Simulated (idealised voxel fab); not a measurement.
The name of this process module is voxel fin reveal.
FYI the section here is cut, 245 nm wide, cells are 5 nm squares.
Cross-section format: a grid of square cells, given as bands from top to bottom; each band is one or more rows of cells. The entry gives the band's vertical extent as a top height and a bottom height in nm, then its horizontal make-up as materials from left to right, each with a width in nm. "blank" stands for empty space; a single material marked "everywhere" fills the band edge to edge. Ref level 0: as-received wafer is one material below here. Bottom band extends down with no lower bound ("z 0 and below"). You'd read "30 to 40" like this: the band's top row of cells is as wide as the first number, its bottom row is as wide as the second, and going down, every row changes width by the same amount as the row before did. A step reported as "stayed the same" is a step in which no cell of the cross-section changed. Under "Completely enclosed voids" you'll find the enclosed gaps, the ones with no way out to the top, that are 8 cells or bigger; each reads width x height at distance, with distance counted from the left edge, everything in nm. It should be noted that, on the line of a given step, the content following the step's settings is a remark produced by the simulator itself with respect to that step. For masked steps, "overlay nm" on the step line gives how far right of plan the mask actually lay; a minus sign means it lay to the left.

Steps in the process plan:
1: RECEIVE: material Si
2: CONFORMAL_DEP: material SiN, thk nm 10
3: MASKED_ETCH: tone cover, mask id FINS, width nm 15, pitch nm 40, etch materials SiN, depth nm 10, overlay nm 0
4: MASKED_ETCH: tone cover, mask id FINS, width nm 15, pitch nm 40, etch materials Si, depth nm 35, overlay nm 0
5: OXIDIZE: depth nm 5
6: FILL_DEP: material SiO2, thk nm 15
7: CMP: height nm 10
8: SELECTIVE_ETCH: etch materials SiO2, depth nm 20
9: STRIP: etch materials SiN
10: CONFORMAL_DEP: material HfO2, thk nm 5

What follows covers the first of two wafers; it ran as planned:

Here's what the wafer looked like in cross-section when it arrived - that's after step 1:
* z 0 and below = Si everywhere
* Completely enclosed voids: none

Step 2 complete: cross-section through the wafer:
* z 10 to 0 = SiN everywhere
* All layers under 0 are left as they were.

Step 3 complete: cross-section through the wafer:
* z 10 to 0 = 55 nm blank | 15 nm SiN | 25 nm blank | 15 nm SiN | 25 nm blank | 15 nm SiN | 25 nm blank | 15 nm SiN | 55 nm blank
* All layers under 0 are left as they were.

Step 4 complete: cross-section through the wafer:
* z 10 to 0 = 55 nm blank | 15 nm SiN | 25 nm blank | 15 nm SiN | 25 nm blank | 15 nm SiN | 25 nm blank | 15 nm SiN | 55 nm blank
* z 0 to -35 = 55 nm blank | 15 nm Si | 25 nm blank | 15 nm Si | 25 nm blank | 15 nm Si | 25 nm blank | 15 nm Si | 55 nm blank
* All layers under -35 are left as they were.

Step 5 complete: cross-section through the wafer:
* z 10 to 0 = 55 nm blank | 15 nm SiN | 25 nm blank | 15 nm SiN | 25 nm blank | 15 nm SiN | 25 nm blank | 15 nm SiN | 55 nm blank
* z 0 to -35 = 55 nm blank | 5 nm SiO2 | 5 nm Si | 5 nm SiO2 | 25 nm blank | 5 nm SiO2 | 5 nm Si | 5 nm SiO2 | 25 nm blank | 5 nm SiO2 | 5 nm Si | 5 nm SiO2 | 25 nm blank | 5 nm SiO2 | 5 nm Si | 5 nm SiO2 | 55 nm blank
* z -35 to -40 = 60 nm SiO2 | 5 nm Si | 35 nm SiO2 | 5 nm Si | 35 nm SiO2 | 5 nm Si | 35 nm SiO2 | 5 nm Si | 60 nm SiO2
* All layers under -40 are left as they were.

Step 6 complete: cross-section through the wafer:
* z 25 to 10 = SiO2 everywhere
* z 10 to 0 = 55 nm SiO2 | 15 nm SiN | 25 nm SiO2 | 15 nm SiN | 25 nm SiO2 | 15 nm SiN | 25 nm SiO2 | 15 nm SiN | 55 nm SiO2
* z 0 to -40 = 60 nm SiO2 | 5 nm Si | 35 nm SiO2 | 5 nm Si | 35 nm SiO2 | 5 nm Si | 35 nm SiO2 | 5 nm Si | 60 nm SiO2
* All layers under -40 are left as they were.

Step 7 complete: cross-section through the wafer:
* z 10 to 0 = 55 nm SiO2 | 15 nm SiN | 25 nm SiO2 | 15 nm SiN | 25 nm SiO2 | 15 nm SiN | 25 nm SiO2 | 15 nm SiN | 55 nm SiO2
* All layers under 0 are left as they were.

Step 8 complete: cross-section through the wafer:
* z 10 to 0 = 55 nm blank | 15 nm SiN | 25 nm blank | 15 nm SiN | 25 nm blank | 15 nm SiN | 25 nm blank | 15 nm SiN | 55 nm blank
* z 0 to -10 = 60 nm blank | 5 nm Si | 35 nm blank | 5 nm Si | 35 nm blank | 5 nm Si | 35 nm blank | 5 nm Si | 60 nm blank
* All layers under -10 are left as they were.

Step 9 complete: cross-section through the wafer:
* z 0 to -10 = 60 nm blank | 5 nm Si | 35 nm blank | 5 nm Si | 35 nm blank | 5 nm Si | 35 nm blank | 5 nm Si | 60 nm blank
* All layers under -10 are left as they were.

Step 10 complete: cross-section through the wafer:
* z 5 to 0 = 55 nm blank | 15 nm HfO2 | 25 nm blank | 15 nm HfO2 | 25 nm blank | 15 nm HfO2 | 25 nm blank | 15 nm HfO2 | 55 nm blank
* z 0 to -5 = 55 nm blank | 5 nm HfO2 | 5 nm Si | 5 nm HfO2 | 25 nm blank | 5 nm HfO2 | 5 nm Si | 5 nm HfO2 | 25 nm blank | 5 nm HfO2 | 5 nm Si | 5 nm HfO2 | 25 nm blank | 5 nm HfO2 | 5 nm Si | 5 nm HfO2 | 55 nm blank
* z -5 to -10 = 60 nm HfO2 | 5 nm Si | 35 nm HfO2 | 5 nm Si | 35 nm HfO2 | 5 nm Si | 35 nm HfO2 | 5 nm Si | 60 nm HfO2
* All layers under -10 are left as they were.

Wafer two: like wafer one in start and plan, but with one mistake in execution; identical up to and including step 2:

Look at the second wafer in cross-section at the time step 3 ought to have finished:
* z 10 to 0 = 55 nm SiN | 15 nm blank | 25 nm SiN | 15 nm blank | 25 nm SiN | 15 nm blank | 25 nm SiN | 15 nm blank | 55 nm SiN
* All layers under 0 are left as they were.

Look at the second wafer in cross-section at the time step 4 ought to have finished: stayed the same

Look at the second wafer in cross-section at the time step 5 ought to have finished:
* z 10 to 0 = 55 nm SiN | 15 nm blank | 25 nm SiN | 15 nm blank | 25 nm SiN | 15 nm blank | 25 nm SiN | 15 nm blank | 55 nm SiN
* z 0 to -5 = 50 nm Si | 25 nm SiO2 | 15 nm Si | 25 nm SiO2 | 15 nm Si | 25 nm SiO2 | 15 nm Si | 25 nm SiO2 | 50 nm Si
* All layers under -5 are left as they were.

Look at the second wafer in cross-section at the time step 6 ought to have finished:
* z 25 to 10 = SiO2 everywhere
* z 10 to 0 = 55 nm SiN | 15 nm SiO2 | 25 nm SiN | 15 nm SiO2 | 25 nm SiN | 15 nm SiO2 | 25 nm SiN | 15 nm SiO2 | 55 nm SiN
* All layers under 0 are left as they were.

Look at the second wafer in cross-section at the time step 7 ought to have finished:
* z 10 to 0 = 55 nm SiN | 15 nm SiO2 | 25 nm SiN | 15 nm SiO2 | 25 nm SiN | 15 nm SiO2 | 25 nm SiN | 15 nm SiO2 | 55 nm SiN
* All layers under 0 are left as they were.

Look at the second wafer in cross-section at the time step 8 ought to have finished:
* z 10 to 0 = 55 nm SiN | 15 nm blank | 25 nm SiN | 15 nm blank | 25 nm SiN | 15 nm blank | 25 nm SiN | 15 nm blank | 55 nm SiN
* z 0 to -5 = 50 nm Si | 25 nm blank | 15 nm Si | 25 nm blank | 15 nm Si | 25 nm blank | 15 nm Si | 25 nm blank | 50 nm Si
* All layers under -5 are left as they were.

Look at the second wafer in cross-section at the time step 9 ought to have finished:
* z 0 to -5 = 50 nm Si | 25 nm blank | 15 nm Si | 25 nm blank | 15 nm Si | 25 nm blank | 15 nm Si | 25 nm blank | 50 nm Si
* All layers under -5 are left as they were.

Look at the second wafer in cross-section at the time step 10 ought to have finished:
* z 5 to 0 = 55 nm HfO2 | 15 nm blank | 25 nm HfO2 | 15 nm blank | 25 nm HfO2 | 15 nm blank | 25 nm HfO2 | 15 nm blank | 55 nm HfO2
* z 0 to -5 = 50 nm Si | 25 nm HfO2 | 15 nm Si | 25 nm HfO2 | 15 nm Si | 25 nm HfO2 | 15 nm Si | 25 nm HfO2 | 50 nm Si
* All layers under -5 are left as they were.
Deviation from plan: the process deviated at step 3: the operation and settings actually run there were MASKED_ETCH: tone open, mask id FINS, width nm 15, pitch nm 40, etch materials SiN, depth nm 10, overlay nm 0
Wrapping up, a cell-based count of both wafers puts the second over or under the first for these materials: HfO2 -8 | Si +340 | SiO2 -270
